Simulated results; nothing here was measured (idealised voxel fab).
Documented hereafter: the process module known as voxel ribs on slabs.
Cross-section cut: width 215 nm, square cells of 5 nm.
This document writes a cross-section as a grid whose cells are square, and gives it as bands, listed from the top down; one or more rows of cells form a band. Read a band's entry like this: the first values are the height of its top and the height of its bottom in nm, and what follows is the sequence of materials from left to right, each with its width in nm. Note that "blank" is empty space, and that a single material marked "everywhere" reaches across the band from edge to edge. Note: height 0 marks the level under which the wafer is uniformly one material as received. Lowest band unbounded below, written "0 down". Per-row width for "30 to 40": begins at first number (top row of band), ends at second number (bottom row), increment between rows held constant. No cell of the cross-section changed in a step that is given as "left unchanged". This entry, "Sealed void inventory", enumerates those empty regions of no fewer than 8 cells that possess no open connection to the top. Each region is reported in the form width x height at distance, the distance being taken from the left edge, with all three quantities expressed in nm. On each step's line, the part that comes after the settings is the simulator's own comment on the step. "overlay nm" on a masked step: distance the mask lay right of its planned place, negative for left.
Planned step list for the process
1. RECEIVE with material Si
2. DIRECTIONAL_DEP with material SiO2, thk nm 30
3. DIRECTIONAL_DEP with material polySi, thk nm 15
4. PATTERN with tone cover, mask id RIB, material resist, width nm 20, thk nm 15, overlay nm 0
5. DIRECTIONAL_ETCH with etch materials polySi, depth nm 10
6. STRIP with etch materials resist
7. DIRECTIONAL_DEP with material aC, thk nm 10
8. PATTERN with tone cover, mask id SLAB, material resist, width nm 70, thk nm 30, overlay nm 0
9. DIRECTIONAL_ETCH with etch materials aC, depth nm 10
10. STRIP with etch materials resist
11. DIRECTIONAL_ETCH with etch materials polySi, depth nm 5
12. STRIP with etch materials aC
13. FILL_DEP with material SiO2, thk nm 20
14. CMP with height nm 55
15. DIRECTIONAL_DEP with material TiN, thk nm 5
16. DIRECTIONAL_DEP with material aC, thk nm 10
17. PATTERN with tone cover, mask id HEATER, material resist, width nm 30, thk nm 30, overlay nm 0
18. DIRECTIONAL_ETCH with etch materials aC, depth nm 10
19. STRIP with etch materials resist
20. DIRECTIONAL_ETCH with etch materials TiN, depth nm 5
21. STRIP with etch materials aC
22. CONFORMAL_DEP with material SiO2, thk nm 5
Cross-sectional view of the wafer in its as-received condition, corresponding to the state after step 1
* 0 down: Si everywhere
* Sealed void inventory: none
Run as planned - first of the two wafers cross-sectioned at the end of the module
* 65 to 60: blank 85 nm | SiO2 40 nm | blank 90 nm
* 60 to 55: SiO2 90 nm | TiN 30 nm | SiO2 95 nm
* 55 to 45: SiO2 everywhere
* 45 to 35: SiO2 95 nm | polySi 20 nm | SiO2 100 nm
* 35 to 30: SiO2 70 nm | polySi 70 nm | SiO2 75 nm
* 30 to 0: SiO2 everywhere
* 0 down: Si everywhere
* Sealed void inventory: none
Wafer two, end of module, cross-section. Same start, same plan as wafer one. One mistake in the run
* 60 to 55: blank 90 nm | TiN 30 nm | blank 95 nm
* 55 to 45: SiO2 everywhere
* 45 to 35: SiO2 95 nm | polySi 20 nm | SiO2 100 nm
* 35 to 30: SiO2 70 nm | polySi 70 nm | SiO2 75 nm
* 30 to 0: SiO2 everywhere
* 0 down: Si everywhere
* Sealed void inventory: none
Diagnosis: with respect to the plan, step 22 was omitted and not executed
Once processing is complete, comparing cell counts shows that the second wafer has more or fewer of certain materials than the first: SiO2: 45 fewer
